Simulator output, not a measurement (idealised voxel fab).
Process module in this document: voxel self aligned contacts
For reference, the cross-section in this document is cut, with width 230 nm and square cells of 5 nm.
Cross-section = grid of square cells, listed top down in bands; band = one or more rows.
It is stipulated that each band's entry specify, in nanometres, the height of the top of the band and then that of its bottom, followed by the materials of the band in left-to-right sequence, each together with its width in nanometres. A single material marked by the word "edge to edge" is understood to fill the band from edge to edge; the word "air" is understood to denote empty space.
A quick word on heights: they are counted from 0, and under that level the wafer as it came to us is one material throughout. The lowest band is different from the rest in having no bottom; it simply continues downward, written as in "0 and below".
Graded width ("30->40"): value in top row of band = first number; value in bottom row = second number; row-to-row change constant.
"no modification" for a step: no cell of the cross-section changed in that step.
Enclosed voids (no open way to top), threshold 8 cells or more, entry "Sealed void inventory", notation width x height at distance, distance from left edge, nm.
Whatever follows a step's settings on its line is a remark the simulator itself makes about that step.
"overlay nm" answers the question of how far to the right of plan the mask lay on a step that has a mask, and when it is negative the answer is to the left.

### Steps planned for the process
step 1: RECEIVE [material Si]
step 2: CONFORMAL_DEP [material SiO2] [thk nm 5]
step 3: DIRECTIONAL_DEP [material polySi] [thk nm 25]
step 4: DIRECTIONAL_DEP [material SiN] [thk nm 20]
step 5: DIRECTIONAL_DEP [material aC] [thk nm 15]
step 6: PATTERN [tone cover] [mask id GATE] [material resist] [width nm 30] [pitch nm 55] [thk nm 30] [overlay nm 0]
step 7: DIRECTIONAL_ETCH [etch materials aC] [depth nm 15]
step 8: STRIP [etch materials resist]
step 9: DIRECTIONAL_ETCH [etch materials SiN] [depth nm 20]
step 10: DIRECTIONAL_ETCH [etch materials polySi] [depth nm 25]
step 11: STRIP [etch materials aC]
step 12: CONFORMAL_DEP [material SiN] [thk nm 5]
step 13: DIRECTIONAL_ETCH [etch materials SiN] [depth nm 5]
step 14: FILL_DEP [material SiO2] [thk nm 15]
step 15: CMP [height nm 60]
step 16: DIRECTIONAL_DEP [material aC] [thk nm 15]
step 17: PATTERN [tone open] [mask id CONTACT] [material resist] [width nm 35] [thk nm 35] [overlay nm 0]
step 18: DIRECTIONAL_ETCH [etch materials aC] [depth nm 15]
step 19: STRIP [etch materials resist]
step 20: DIRECTIONAL_ETCH [etch materials SiO2] [depth nm 60]
step 21: STRIP [etch materials aC]
step 22: CONFORMAL_DEP [material TiN] [thk nm 5]
step 23: FILL_DEP [material W] [thk nm 5]
step 24: CMP [height nm 60]
step 25: CONFORMAL_DEP [material SiN] [thk nm 5]

### Cross-sectional view of the wafer in its as-received condition, corresponding to the state after step 1
- 0 and below = Si edge to edge
- Sealed void inventory: none

### a wafer at the end: this start, this plan, one mistake
- 55 down to 50 = SiN edge to edge
- 50 down to 30 = 65 nm SiO2; 40 nm SiN; 5 nm TiN; 5 nm W; 5 nm TiN; 40 nm SiN; 70 nm SiO2
- 30 down to 5 = 65 nm SiO2; 5 nm SiN; 30 nm polySi; 5 nm SiN; 5 nm TiN; 5 nm W; 5 nm TiN; 5 nm SiN; 30 nm polySi; 5 nm SiN; 70 nm SiO2
- 5 down to 0 = 105 nm SiO2; 15 nm TiN; 110 nm SiO2
- 0 and below = Si edge to edge
- Sealed void inventory: none
It is concluded that the wafer was processed incorrectly with respect to the plan, in that note that step 24 departed from the planned setting and was carried out as CMP [height nm 50]
